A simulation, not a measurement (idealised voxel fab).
Name of the process module below: voxel wiring stack
cross-section cut | 170 nm wide | cells 5 nm
A cross-section is a grid of square cells, given in bands from the top down. A band is one or more rows of cells.
Each band's line starts with the height of the band's top and of its bottom, in nm. Then come its materials from left to right, each with its width in nm. One material with "full width" fills the band from edge to edge. "blank" is empty space.
Ref level 0: as-received wafer is one material below here. Bottom band extends down with no lower bound ("from 0 down").
The expression "30..40" gives the width at the extremes of the band, the first number at its top row of cells and the second at its bottom row, with the width changing by equal amounts from each row to the next in between.
"left unchanged" for a step: no cell of the cross-section changed in that step.
The label "Unvented cavities" introduces a list of the empty spaces, 8 cells or larger, that have no open way up to the top; each entry in it reads width x height at distance, where the distance is taken from the left edge and all three are stated in nm.
Note: text after step settings on the step line = simulator remark on that step.
overlay nm: mask offset rightward from planned place, masked step; negative means leftward offset.

# Process steps (planned)
step 1: RECEIVE,material Si
step 2: CONFORMAL_DEP,material SiO2,thk nm 15
step 3: DIRECTIONAL_DEP,material TiN,thk nm 5
step 4: DIRECTIONAL_DEP,material W,thk nm 20
step 5: PATTERN,tone cover,mask id METAL_1,material resist,width nm 20,pitch nm 45,thk nm 20,overlay nm 0
step 6: DIRECTIONAL_ETCH,etch materials W,depth nm 20
step 7: DIRECTIONAL_ETCH,etch materials TiN,depth nm 5
step 8: STRIP,etch materials resist
step 9: CONFORMAL_DEP,material SiCN,thk nm 5
step 10: FILL_DEP,material lowk,thk nm 10
step 11: CMP,height nm 40
step 12: CONFORMAL_DEP,material SiCN,thk nm 5
step 13: DIRECTIONAL_DEP,material lowk,thk nm 10
step 14: DIRECTIONAL_DEP,material aC,thk nm 10
step 15: PATTERN,tone open,mask id PLUG_1,material resist,width nm 15,pitch nm 45,thk nm 30,overlay nm 0
step 16: DIRECTIONAL_ETCH,etch materials aC,depth nm 10
step 17: STRIP,etch materials resist
step 18: DIRECTIONAL_ETCH,etch materials lowk,depth nm 10
step 19: DIRECTIONAL_ETCH,etch materials SiCN,depth nm 5
step 20: STRIP,etch materials aC
step 21: EPI,material Ru,thk nm 10
step 22: EPI,material Ru,thk nm 5
step 23: CONFORMAL_DEP,material SiCN,thk nm 5
step 24: DIRECTIONAL_DEP,material SiO2,thk nm 25
step 25: DIRECTIONAL_DEP,material aC,thk nm 15
step 26: PATTERN,tone open,mask id METAL_2,material resist,width nm 20,pitch nm 45,thk nm 30,overlay nm 0
step 27: DIRECTIONAL_ETCH,etch materials aC,depth nm 15
step 28: STRIP,etch materials resist
step 29: DIRECTIONAL_ETCH,etch materials SiO2,depth nm 25
step 30: DIRECTIONAL_ETCH,etch materials SiCN,depth nm 5
step 31: STRIP,etch materials aC
step 32: CONFORMAL_DEP,material TiN,thk nm 5
step 33: FILL_DEP,material Cu,thk nm 10
step 34: CMP,height nm 85
step 35: CONFORMAL_DEP,material SiCN,thk nm 5
step 36: DIRECTIONAL_DEP,material SiO2,thk nm 30
step 37: MASKED_ETCH,tone open,mask id METAL_3_HOLES,width nm 15,pitch nm 45,etch materials SiO2,depth nm 30,overlay nm 0
step 38: MASKED_ETCH,tone open,mask id METAL_3,width nm 20,pitch nm 45,etch materials SiO2,depth nm 20,overlay nm 0
step 39: MASKED_ETCH,tone open,mask id METAL_3,width nm 20,pitch nm 45,etch materials SiCN,depth nm 5,overlay nm 0
step 40: CONFORMAL_DEP,material TiN,thk nm 5
step 41: FILL_DEP,material Ru,thk nm 5
step 42: CMP,height nm 120
step 43: CONFORMAL_DEP,material SiCN,thk nm 5
step 44: DIRECTIONAL_DEP,material SiO2,thk nm 30
step 45: MASKED_ETCH,tone open,mask id METAL_4_HOLES,width nm 15,pitch nm 90,etch materials SiO2,depth nm 30,overlay nm 0
step 46: MASKED_ETCH,tone open,mask id METAL_4,width nm 20,pitch nm 45,etch materials SiO2,depth nm 20,overlay nm 0
step 47: MASKED_ETCH,tone open,mask id METAL_4,width nm 20,pitch nm 45,etch materials SiCN,depth nm 5,overlay nm 0
step 48: CONFORMAL_DEP,material TiN,thk nm 5
step 49: FILL_DEP,material Ru,thk nm 5
step 50: CMP,height nm 155
step 51: CONFORMAL_DEP,material SiN,thk nm 5

# Of two wafers, the first: run according to plan

# The cross-section here shows the wafer as received, i.e. in its state after step 1
from 0 down: Si full width
Unvented cavities: none

# Cross-section of the wafer subsequent to step 2
from 15 to 0: SiO2 full width
No changes below 0.

# Cross-section of the wafer subsequent to step 3
from 20 to 15: TiN full width
No changes below 15.

# Cross-section of the wafer subsequent to step 4
from 40 to 20: W full width
No changes below 20.

# Cross-section of the wafer subsequent to step 5
from 60 to 40: blank (30), resist (20), blank (25), resist (20), blank (25), resist (20), blank (30)
No changes below 40.

# Cross-section of the wafer subsequent to step 6
from 60 to 40: blank (30), resist (20), blank (25), resist (20), blank (25), resist (20), blank (30)
from 40 to 20: blank (30), W (20), blank (25), W (20), blank (25), W (20), blank (30)
No changes below 20.

# Cross-section of the wafer subsequent to step 7
from 60 to 40: blank (30), resist (20), blank (25), resist (20), blank (25), resist (20), blank (30)
from 40 to 20: blank (30), W (20), blank (25), W (20), blank (25), W (20), blank (30)
from 20 to 15: blank (30), TiN (20), blank (25), TiN (20), blank (25), TiN (20), blank (30)
No changes below 15.

# Cross-section of the wafer subsequent to step 8
from 40 to 20: blank (30), W (20), blank (25), W (20), blank (25), W (20), blank (30)
No changes below 20.

# Cross-section of the wafer subsequent to step 9
from 45 to 40: blank (25), SiCN (30), blank (15), SiCN (30), blank (15), SiCN (30), blank (25)
from 40 to 20: blank (25), SiCN (5), W (20), SiCN (5), blank (15), SiCN (5), W (20), SiCN (5), blank (15), SiCN (5), W (20), SiCN (5), blank (25)
from 20 to 15: SiCN (30), TiN (20), SiCN (25), TiN (20), SiCN (25), TiN (20), SiCN (30)
No changes below 15.

# Cross-section of the wafer subsequent to step 10
from 55 to 45: lowk full width
from 45 to 40: lowk (25), SiCN (30), lowk (15), SiCN (30), lowk (15), SiCN (30), lowk (25)
from 40 to 20: lowk (25), SiCN (5), W (20), SiCN (5), lowk (15), SiCN (5), W (20), SiCN (5), lowk (15), SiCN (5), W (20), SiCN (5), lowk (25)
No changes below 20.

# Cross-section of the wafer subsequent to step 11
from 40 to 20: lowk (25), SiCN (5), W (20), SiCN (5), lowk (15), SiCN (5), W (20), SiCN (5), lowk (15), SiCN (5), W (20), SiCN (5), lowk (25)
No changes below 20.

# Cross-section of the wafer subsequent to step 12
from 45 to 40: SiCN full width
No changes below 40.

# Cross-section of the wafer subsequent to step 13
from 55 to 45: lowk full width
No changes below 45.

# Cross-section of the wafer subsequent to step 14
from 65 to 55: aC full width
No changes below 55.

# Cross-section of the wafer subsequent to step 15
from 95 to 65: resist (30), blank (15), resist (30), blank (15), resist (30), blank (15), resist (35)
No changes below 65.

# Cross-section of the wafer subsequent to step 16
from 85 to 65: resist (30), blank (15), resist (30), blank (15), resist (30), blank (15), resist (35)
from 65 to 55: aC (30), blank (15), aC (30), blank (15), aC (30), blank (15), aC (35)
No changes below 55.

# Cross-section of the wafer subsequent to step 17
from 65 to 55: aC (30), blank (15), aC (30), blank (15), aC (30), blank (15), aC (35)
No changes below 55.

# Cross-section of the wafer subsequent to step 18
from 65 to 55: aC (30), blank (15), aC (30), blank (15), aC (30), blank (15), aC (35)
from 55 to 45: lowk (30), blank (15), lowk (30), blank (15), lowk (30), blank (15), lowk (35)
No changes below 45.

# Cross-section of the wafer subsequent to step 19
from 65 to 55: aC (30), blank (15), aC (30), blank (15), aC (30), blank (15), aC (35)
from 55 to 45: lowk (30), blank (15), lowk (30), blank (15), lowk (30), blank (15), lowk (35)
from 45 to 40: SiCN (30), blank (15), SiCN (30), blank (15), SiCN (30), blank (15), SiCN (35)
No changes below 40.

# Cross-section of the wafer subsequent to step 20
from 55 to 45: lowk (30), blank (15), lowk (30), blank (15), lowk (30), blank (15), lowk (35)
No changes below 45.

# Cross-section of the wafer subsequent to step 21
from 55 to 50: lowk (30), blank (15), lowk (30), blank (15), lowk (30), blank (15), lowk (35)
from 50 to 45: lowk (30), Ru (15), lowk (30), Ru (15), lowk (30), Ru (15), lowk (35)
from 45 to 40: SiCN (30), Ru (15), SiCN (30), Ru (15), SiCN (30), Ru (15), SiCN (35)
No changes below 40.

# Cross-section of the wafer subsequent to step 22
from 55 to 45: lowk (30), Ru (15), lowk (30), Ru (15), lowk (30), Ru (15), lowk (35)
No changes below 45.

# Cross-section of the wafer subsequent to step 23
from 60 to 55: SiCN full width
No changes below 55.

# Cross-section of the wafer subsequent to step 24
from 85 to 60: SiO2 full width
No changes below 60.

# Cross-section of the wafer subsequent to step 25
from 100 to 85: aC full width
No changes below 85.

# Cross-section of the wafer subsequent to step 26
from 130 to 100: resist (30), blank (20), resist (25), blank (20), resist (25), blank (20), resist (30)
No changes below 100.

# Cross-section of the wafer subsequent to step 27
from 115 to 100: resist (30), blank (20), resist (25), blank (20), resist (25), blank (20), resist (30)
from 100 to 85: aC (30), blank (20), aC (25), blank (20), aC (25), blank (20), aC (30)
No changes below 85.

# Cross-section of the wafer subsequent to step 28
from 100 to 85: aC (30), blank (20), aC (25), blank (20), aC (25), blank (20), aC (30)
No changes below 85.

# Cross-section of the wafer subsequent to step 29
from 100 to 85: aC (30), blank (20), aC (25), blank (20), aC (25), blank (20), aC (30)
from 85 to 60: SiO2 (30), blank (20), SiO2 (25), blank (20), SiO2 (25), blank (20), SiO2 (30)
No changes below 60.

# Cross-section of the wafer subsequent to step 30
from 100 to 85: aC (30), blank (20), aC (25), blank (20), aC (25), blank (20), aC (30)
from 85 to 60: SiO2 (30), blank (20), SiO2 (25), blank (20), SiO2 (25), blank (20), SiO2 (30)
from 60 to 55: SiCN (30), blank (20), SiCN (25), blank (20), SiCN (25), blank (20), SiCN (30)
No changes below 55.

# Cross-section of the wafer subsequent to step 31
from 85 to 60: SiO2 (30), blank (20), SiO2 (25), blank (20), SiO2 (25), blank (20), SiO2 (30)
No changes below 60.

# Cross-section of the wafer subsequent to step 32
from 90 to 85: TiN (35), blank (10), TiN (35), blank (10), TiN (35), blank (10), TiN (35)
from 85 to 60: SiO2 (30), TiN (5), blank (10), TiN (5), SiO2 (25), TiN (5), blank (10), TiN (5), SiO2 (25), TiN (5), blank (10), TiN (5), SiO2 (30)
from 60 to 55: SiCN (30), TiN (20), SiCN (25), TiN (20), SiCN (25), TiN (20), SiCN (30)
No changes below 55.

# Cross-section of the wafer subsequent to step 33
from 100 to 90: Cu full width
from 90 to 85: TiN (35), Cu (10), TiN (35), Cu (10), TiN (35), Cu (10), TiN (35)
from 85 to 60: SiO2 (30), TiN (5), Cu (10), TiN (5), SiO2 (25), TiN (5), Cu (10), TiN (5), SiO2 (25), TiN (5), Cu (10), TiN (5), SiO2 (30)
No changes below 60.

# Cross-section of the wafer subsequent to step 34
from 85 to 60: SiO2 (30), TiN (5), Cu (10), TiN (5), SiO2 (25), TiN (5), Cu (10), TiN (5), SiO2 (25), TiN (5), Cu (10), TiN (5), SiO2 (30)
No changes below 60.

# Cross-section of the wafer subsequent to step 35
from 90 to 85: SiCN full width
No changes below 85.

# Cross-section of the wafer subsequent to step 36
from 120 to 90: SiO2 full width
No changes below 90.

# Cross-section of the wafer subsequent to step 37
from 120 to 90: SiO2 (30), blank (15), SiO2 (30), blank (15), SiO2 (30), blank (15), SiO2 (35)
No changes below 90.

# Cross-section of the wafer subsequent to step 38
from 120 to 100: SiO2 (30), blank (20), SiO2 (25), blank (20), SiO2 (25), blank (20), SiO2 (30)
No changes below 100.

# Cross-section of the wafer subsequent to step 39
from 120 to 100: SiO2 (30), blank (20), SiO2 (25), blank (20), SiO2 (25), blank (20), SiO2 (30)
from 100 to 90: SiO2 (30), blank (15), SiO2 (30), blank (15), SiO2 (30), blank (15), SiO2 (35)
from 90 to 85: SiCN (30), blank (15), SiCN (30), blank (15), SiCN (30), blank (15), SiCN (35)
No changes below 85.

# Cross-section of the wafer subsequent to step 40
from 125 to 120: TiN (35), blank (10), TiN (35), blank (10), TiN (35), blank (10), TiN (35)
from 120 to 105: SiO2 (30), TiN (5), blank (10), TiN (5), SiO2 (25), TiN (5), blank (10), TiN (5), SiO2 (25), TiN (5), blank (10), TiN (5), SiO2 (30)
from 105 to 100: SiO2 (30), TiN (5), blank (5), TiN (10), SiO2 (25), TiN (5), blank (5), TiN (10), SiO2 (25), TiN (5), blank (5), TiN (10), SiO2 (30)
from 100 to 90: SiO2 (30), TiN (5), blank (5), TiN (5), SiO2 (30), TiN (5), blank (5), TiN (5), SiO2 (30), TiN (5), blank (5), TiN (5), SiO2 (35)
from 90 to 85: SiCN (30), TiN (15), SiCN (30), TiN (15), SiCN (30), TiN (15), SiCN (35)
No changes below 85.

# Cross-section of the wafer subsequent to step 41
from 130 to 125: Ru full width
from 125 to 120: TiN (35), Ru (10), TiN (35), Ru (10), TiN (35), Ru (10), TiN (35)
from 120 to 105: SiO2 (30), TiN (5), Ru (10), TiN (5), SiO2 (25), TiN (5), Ru (10), TiN (5), SiO2 (25), TiN (5), Ru (10), TiN (5), SiO2 (30)
from 105 to 100: SiO2 (30), TiN (5), Ru (5), TiN (10), SiO2 (25), TiN (5), Ru (5), TiN (10), SiO2 (25), TiN (5), Ru (5), TiN (10), SiO2 (30)
from 100 to 90: SiO2 (30), TiN (5), Ru (5), TiN (5), SiO2 (30), TiN (5), Ru (5), TiN (5), SiO2 (30), TiN (5), Ru (5), TiN (5), SiO2 (35)
No changes below 90.

# Cross-section of the wafer subsequent to step 42
from 120 to 105: SiO2 (30), TiN (5), Ru (10), TiN (5), SiO2 (25), TiN (5), Ru (10), TiN (5), SiO2 (25), TiN (5), Ru (10), TiN (5), SiO2 (30)
No changes below 105.

# Cross-section of the wafer subsequent to step 43
from 125 to 120: SiCN full width
No changes below 120.

# Cross-section of the wafer subsequent to step 44
from 155 to 125: SiO2 full width
No changes below 125.

# Cross-section of the wafer subsequent to step 45
from 155 to 125: SiO2 (30), blank (15), SiO2 (75), blank (15), SiO2 (35)
No changes below 125.

# Cross-section of the wafer subsequent to step 46
from 155 to 135: SiO2 (30), blank (20), SiO2 (25), blank (20), SiO2 (25), blank (20), SiO2 (30)
No changes below 135.

# Cross-section of the wafer subsequent to step 47
from 155 to 135: SiO2 (30), blank (20), SiO2 (25), blank (20), SiO2 (25), blank (20), SiO2 (30)
from 135 to 125: SiO2 (30), blank (15), SiO2 (75), blank (15), SiO2 (35)
from 125 to 120: SiCN (30), blank (15), SiCN (75), blank (15), SiCN (35)
No changes below 120.

# Cross-section of the wafer subsequent to step 48
from 160 to 155: TiN (35), blank (10), TiN (35), blank (10), TiN (35), blank (10), TiN (35)
from 155 to 140: SiO2 (30), TiN (5), blank (10), TiN (5), SiO2 (25), TiN (5), blank (10), TiN (5), SiO2 (25), TiN (5), blank (10), TiN (5), SiO2 (30)
from 140 to 135: SiO2 (30), TiN (5), blank (5), TiN (10), SiO2 (25), TiN (20), SiO2 (25), TiN (5), blank (5), TiN (10), SiO2 (30)
from 135 to 125: SiO2 (30), TiN (5), blank (5), TiN (5), SiO2 (75), TiN (5), blank (5), TiN (5), SiO2 (35)
from 125 to 120: SiCN (30), TiN (15), SiCN (75), TiN (15), SiCN (35)
No changes below 120.

# Cross-section of the wafer subsequent to step 49
from 165 to 160: Ru full width
from 160 to 155: TiN (35), Ru (10), TiN (35), Ru (10), TiN (35), Ru (10), TiN (35)
from 155 to 140: SiO2 (30), TiN (5), Ru (10), TiN (5), SiO2 (25), TiN (5), Ru (10), TiN (5), SiO2 (25), TiN (5), Ru (10), TiN (5), SiO2 (30)
from 140 to 135: SiO2 (30), TiN (5), Ru (5), TiN (10), SiO2 (25), TiN (20), SiO2 (25), TiN (5), Ru (5), TiN (10), SiO2 (30)
from 135 to 125: SiO2 (30), TiN (5), Ru (5), TiN (5), SiO2 (75), TiN (5), Ru (5), TiN (5), SiO2 (35)
No changes below 125.

# Cross-section of the wafer subsequent to step 50
from 155 to 140: SiO2 (30), TiN (5), Ru (10), TiN (5), SiO2 (25), TiN (5), Ru (10), TiN (5), SiO2 (25), TiN (5), Ru (10), TiN (5), SiO2 (30)
No changes below 140.

# Cross-section of the wafer subsequent to step 51
from 160 to 155: SiN full width
No changes below 155.

# Here the second wafer is described. Its start and its plan were those of the first wafer. Its run contained one mistake. Up to and including step 10, it did exactly what the first wafer did

# Cross-sectional representation of the second wafer at the time designated in the plan for the completion of step 11
from 50 to 45: lowk full width
No changes below 45.

# Cross-sectional representation of the second wafer at the time designated in the plan for the completion of step 12
from 55 to 50: SiCN full width
No changes below 50.

# Cross-sectional representation of the second wafer at the time designated in the plan for the completion of step 13
from 65 to 55: lowk full width
No changes below 55.

# Cross-sectional representation of the second wafer at the time designated in the plan for the completion of step 14
from 75 to 65: aC full width
No changes below 65.

# Cross-sectional representation of the second wafer at the time designated in the plan for the completion of step 15
from 105 to 75: resist (30), blank (15), resist (30), blank (15), resist (30), blank (15), resist (35)
No changes below 75.

# Cross-sectional representation of the second wafer at the time designated in the plan for the completion of step 16
from 95 to 75: resist (30), blank (15), resist (30), blank (15), resist (30), blank (15), resist (35)
from 75 to 65: aC (30), blank (15), aC (30), blank (15), aC (30), blank (15), aC (35)
No changes below 65.

# Cross-sectional representation of the second wafer at the time designated in the plan for the completion of step 17
from 75 to 65: aC (30), blank (15), aC (30), blank (15), aC (30), blank (15), aC (35)
No changes below 65.

# Cross-sectional representation of the second wafer at the time designated in the plan for the completion of step 18
from 75 to 65: aC (30), blank (15), aC (30), blank (15), aC (30), blank (15), aC (35)
from 65 to 55: lowk (30), blank (15), lowk (30), blank (15), lowk (30), blank (15), lowk (35)
No changes below 55.

# Cross-sectional representation of the second wafer at the time designated in the plan for the completion of step 19
from 75 to 65: aC (30), blank (15), aC (30), blank (15), aC (30), blank (15), aC (35)
from 65 to 55: lowk (30), blank (15), lowk (30), blank (15), lowk (30), blank (15), lowk (35)
from 55 to 50: SiCN (30), blank (15), SiCN (30), blank (15), SiCN (30), blank (15), SiCN (35)
No changes below 50.

# Cross-sectional representation of the second wafer at the time designated in the plan for the completion of step 20
from 65 to 55: lowk (30), blank (15), lowk (30), blank (15), lowk (30), blank (15), lowk (35)
No changes below 55.

Cross-sectional representation of the second wafer at the time designated in the plan for the completion of step 21: left unchanged

Cross-sectional representation of the second wafer at the time designated in the plan for the completion of step 22: left unchanged

# Cross-sectional representation of the second wafer at the time designated in the plan for the completion of step 23
from 70 to 65: SiCN (35), blank (5), SiCN (40), blank (5), SiCN (40), blank (5), SiCN (40)
from 65 to 55: lowk (30), SiCN (5), blank (5), SiCN (5), lowk (30), SiCN (5), blank (5), SiCN (5), lowk (30), SiCN (5), blank (5), SiCN (5), lowk (35)
from 55 to 50: SiCN full width
No changes below 50.

# Cross-sectional representation of the second wafer at the time designated in the plan for the completion of step 24
from 95 to 80: SiO2 (35), blank (5), SiO2 (40), blank (5), SiO2 (40), blank (5), SiO2 (40)
from 80 to 70: SiO2 full width
from 70 to 65: SiCN (35), SiO2 (5), SiCN (40), SiO2 (5), SiCN (40), SiO2 (5), SiCN (40)
from 65 to 55: lowk (30), SiCN (5), SiO2 (5), SiCN (5), lowk (30), SiCN (5), SiO2 (5), SiCN (5), lowk (30), SiCN (5), SiO2 (5), SiCN (5), lowk (35)
No changes below 55.

# Cross-sectional representation of the second wafer at the time designated in the plan for the completion of step 25
from 110 to 95: aC (35), blank (5), aC (40), blank (5), aC (40), blank (5), aC (40)
from 95 to 80: SiO2 (35), aC (5), SiO2 (40), aC (5), SiO2 (40), aC (5), SiO2 (40)
No changes below 80.

# Cross-sectional representation of the second wafer at the time designated in the plan for the completion of step 26
from 140 to 110: resist (30), blank (20), resist (25), blank (20), resist (25), blank (20), resist (30)
No changes below 110.

# Cross-sectional representation of the second wafer at the time designated in the plan for the completion of step 27
from 125 to 110: resist (30), blank (20), resist (25), blank (20), resist (25), blank (20), resist (30)
from 110 to 95: aC (30), blank (20), aC (25), blank (20), aC (25), blank (20), aC (30)
from 95 to 80: SiO2 (35), blank (5), SiO2 (40), blank (5), SiO2 (40), blank (5), SiO2 (40)
No changes below 80.

# Cross-sectional representation of the second wafer at the time designated in the plan for the completion of step 28
from 110 to 95: aC (30), blank (20), aC (25), blank (20), aC (25), blank (20), aC (30)
No changes below 95.

# Cross-sectional representation of the second wafer at the time designated in the plan for the completion of step 29
from 110 to 95: aC (30), blank (20), aC (25), blank (20), aC (25), blank (20), aC (30)
from 95 to 70: SiO2 (30), blank (20), SiO2 (25), blank (20), SiO2 (25), blank (20), SiO2 (30)
from 70 to 65: SiCN (35), blank (5), SiCN (40), blank (5), SiCN (40), blank (5), SiCN (40)
from 65 to 55: lowk (30), SiCN (5), blank (5), SiCN (5), lowk (30), SiCN (5), blank (5), SiCN (5), lowk (30), SiCN (5), blank (5), SiCN (5), lowk (35)
No changes below 55.

# Cross-sectional representation of the second wafer at the time designated in the plan for the completion of step 30
from 110 to 95: aC (30), blank (20), aC (25), blank (20), aC (25), blank (20), aC (30)
from 95 to 70: SiO2 (30), blank (20), SiO2 (25), blank (20), SiO2 (25), blank (20), SiO2 (30)
from 70 to 65: SiCN (30), blank (20), SiCN (25), blank (20), SiCN (25), blank (20), SiCN (30)
from 65 to 55: lowk (30), SiCN (5), blank (5), SiCN (5), lowk (30), SiCN (5), blank (5), SiCN (5), lowk (30), SiCN (5), blank (5), SiCN (5), lowk (35)
from 55 to 50: SiCN (35), blank (5), SiCN (40), blank (5), SiCN (40), blank (5), SiCN (40)
No changes below 50.

# Cross-sectional representation of the second wafer at the time designated in the plan for the completion of step 31
from 95 to 70: SiO2 (30), blank (20), SiO2 (25), blank (20), SiO2 (25), blank (20), SiO2 (30)
No changes below 70.

# Cross-sectional representation of the second wafer at the time designated in the plan for the completion of step 32
from 100 to 95: TiN (35), blank (10), TiN (35), blank (10), TiN (35), blank (10), TiN (35)
from 95 to 70: SiO2 (30), TiN (5), blank (10), TiN (5), SiO2 (25), TiN (5), blank (10), TiN (5), SiO2 (25), TiN (5), blank (10), TiN (5), SiO2 (30)
from 70 to 65: SiCN (30), TiN (20), SiCN (25), TiN (20), SiCN (25), TiN (20), SiCN (30)
from 65 to 55: lowk (30), SiCN (5), TiN (5), SiCN (5), lowk (30), SiCN (5), TiN (5), SiCN (5), lowk (30), SiCN (5), TiN (5), SiCN (5), lowk (35)
from 55 to 50: SiCN (35), TiN (5), SiCN (40), TiN (5), SiCN (40), TiN (5), SiCN (40)
No changes below 50.

# Cross-sectional representation of the second wafer at the time designated in the plan for the completion of step 33
from 110 to 100: Cu full width
from 100 to 95: TiN (35), Cu (10), TiN (35), Cu (10), TiN (35), Cu (10), TiN (35)
from 95 to 70: SiO2 (30), TiN (5), Cu (10), TiN (5), SiO2 (25), TiN (5), Cu (10), TiN (5), SiO2 (25), TiN (5), Cu (10), TiN (5), SiO2 (30)
No changes below 70.

# Cross-sectional representation of the second wafer at the time designated in the plan for the completion of step 34
from 85 to 70: SiO2 (30), TiN (5), Cu (10), TiN (5), SiO2 (25), TiN (5), Cu (10), TiN (5), SiO2 (25), TiN (5), Cu (10), TiN (5), SiO2 (30)
No changes below 70.

# Cross-sectional representation of the second wafer at the time designated in the plan for the completion of step 35
from 90 to 85: SiCN full width
No changes below 85.

# Cross-sectional representation of the second wafer at the time designated in the plan for the completion of step 36
from 120 to 90: SiO2 full width
No changes below 90.

# Cross-sectional representation of the second wafer at the time designated in the plan for the completion of step 37
from 120 to 90: SiO2 (30), blank (15), SiO2 (30), blank (15), SiO2 (30), blank (15), SiO2 (35)
No changes below 90.

# Cross-sectional representation of the second wafer at the time designated in the plan for the completion of step 38
from 120 to 100: SiO2 (30), blank (20), SiO2 (25), blank (20), SiO2 (25), blank (20), SiO2 (30)
No changes below 100.

# Cross-sectional representation of the second wafer at the time designated in the plan for the completion of step 39
from 120 to 100: SiO2 (30), blank (20), SiO2 (25), blank (20), SiO2 (25), blank (20), SiO2 (30)
from 100 to 90: SiO2 (30), blank (15), SiO2 (30), blank (15), SiO2 (30), blank (15), SiO2 (35)
from 90 to 85: SiCN (30), blank (15), SiCN (30), blank (15), SiCN (30), blank (15), SiCN (35)
No changes below 85.

# Cross-sectional representation of the second wafer at the time designated in the plan for the completion of step 40
from 125 to 120: TiN (35), blank (10), TiN (35), blank (10), TiN (35), blank (10), TiN (35)
from 120 to 105: SiO2 (30), TiN (5), blank (10), TiN (5), SiO2 (25), TiN (5), blank (10), TiN (5), SiO2 (25), TiN (5), blank (10), TiN (5), SiO2 (30)
from 105 to 100: SiO2 (30), TiN (5), blank (5), TiN (10), SiO2 (25), TiN (5), blank (5), TiN (10), SiO2 (25), TiN (5), blank (5), TiN (10), SiO2 (30)
from 100 to 90: SiO2 (30), TiN (5), blank (5), TiN (5), SiO2 (30), TiN (5), blank (5), TiN (5), SiO2 (30), TiN (5), blank (5), TiN (5), SiO2 (35)
from 90 to 85: SiCN (30), TiN (15), SiCN (30), TiN (15), SiCN (30), TiN (15), SiCN (35)
No changes below 85.

# Cross-sectional representation of the second wafer at the time designated in the plan for the completion of step 41
from 130 to 125: Ru full width
from 125 to 120: TiN (35), Ru (10), TiN (35), Ru (10), TiN (35), Ru (10), TiN (35)
from 120 to 105: SiO2 (30), TiN (5), Ru (10), TiN (5), SiO2 (25), TiN (5), Ru (10), TiN (5), SiO2 (25), TiN (5), Ru (10), TiN (5), SiO2 (30)
from 105 to 100: SiO2 (30), TiN (5), Ru (5), TiN (10), SiO2 (25), TiN (5), Ru (5), TiN (10), SiO2 (25), TiN (5), Ru (5), TiN (10), SiO2 (30)
from 100 to 90: SiO2 (30), TiN (5), Ru (5), TiN (5), SiO2 (30), TiN (5), Ru (5), TiN (5), SiO2 (30), TiN (5), Ru (5), TiN (5), SiO2 (35)
No changes below 90.

# Cross-sectional representation of the second wafer at the time designated in the plan for the completion of step 42
from 120 to 105: SiO2 (30), TiN (5), Ru (10), TiN (5), SiO2 (25), TiN (5), Ru (10), TiN (5), SiO2 (25), TiN (5), Ru (10), TiN (5), SiO2 (30)
No changes below 105.

# Cross-sectional representation of the second wafer at the time designated in the plan for the completion of step 43
from 125 to 120: SiCN full width
No changes below 120.

# Cross-sectional representation of the second wafer at the time designated in the plan for the completion of step 44
from 155 to 125: SiO2 full width
No changes below 125.

# Cross-sectional representation of the second wafer at the time designated in the plan for the completion of step 45
from 155 to 125: SiO2 (30), blank (15), SiO2 (75), blank (15), SiO2 (35)
No changes below 125.

# Cross-sectional representation of the second wafer at the time designated in the plan for the completion of step 46
from 155 to 135: SiO2 (30), blank (20), SiO2 (25), blank (20), SiO2 (25), blank (20), SiO2 (30)
No changes below 135.

# Cross-sectional representation of the second wafer at the time designated in the plan for the completion of step 47
from 155 to 135: SiO2 (30), blank (20), SiO2 (25), blank (20), SiO2 (25), blank (20), SiO2 (30)
from 135 to 125: SiO2 (30), blank (15), SiO2 (75), blank (15), SiO2 (35)
from 125 to 120: SiCN (30), blank (15), SiCN (75), blank (15), SiCN (35)
No changes below 120.

# Cross-sectional representation of the second wafer at the time designated in the plan for the completion of step 48
from 160 to 155: TiN (35), blank (10), TiN (35), blank (10), TiN (35), blank (10), TiN (35)
from 155 to 140: SiO2 (30), TiN (5), blank (10), TiN (5), SiO2 (25), TiN (5), blank (10), TiN (5), SiO2 (25), TiN (5), blank (10), TiN (5), SiO2 (30)
from 140 to 135: SiO2 (30), TiN (5), blank (5), TiN (10), SiO2 (25), TiN (20), SiO2 (25), TiN (5), blank (5), TiN (10), SiO2 (30)
from 135 to 125: SiO2 (30), TiN (5), blank (5), TiN (5), SiO2 (75), TiN (5), blank (5), TiN (5), SiO2 (35)
from 125 to 120: SiCN (30), TiN (15), SiCN (75), TiN (15), SiCN (35)
No changes below 120.

# Cross-sectional representation of the second wafer at the time designated in the plan for the completion of step 49
from 165 to 160: Ru full width
from 160 to 155: TiN (35), Ru (10), TiN (35), Ru (10), TiN (35), Ru (10), TiN (35)
from 155 to 140: SiO2 (30), TiN (5), Ru (10), TiN (5), SiO2 (25), TiN (5), Ru (10), TiN (5), SiO2 (25), TiN (5), Ru (10), TiN (5), SiO2 (30)
from 140 to 135: SiO2 (30), TiN (5), Ru (5), TiN (10), SiO2 (25), TiN (20), SiO2 (25), TiN (5), Ru (5), TiN (10), SiO2 (30)
from 135 to 125: SiO2 (30), TiN (5), Ru (5), TiN (5), SiO2 (75), TiN (5), Ru (5), TiN (5), SiO2 (35)
No changes below 125.

# Cross-sectional representation of the second wafer at the time designated in the plan for the completion of step 50
from 155 to 140: SiO2 (30), TiN (5), Ru (10), TiN (5), SiO2 (25), TiN (5), Ru (10), TiN (5), SiO2 (25), TiN (5), Ru (10), TiN (5), SiO2 (30)
No changes below 140.

# Cross-sectional representation of the second wafer at the time designated in the plan for the completion of step 51
from 160 to 155: SiN full width
No changes below 155.
The mistake made against the process plan was this: step 11 did not use the planned setting and instead ran as CMP,height nm 50
Final wafer comparison in cells, second versus first, more or fewer per material: Cu: 12 fewer, Ru: 27 fewer, SiCN: 36 more, SiO2: 44 fewer, TiN: 3 fewer, lowk: 50 more
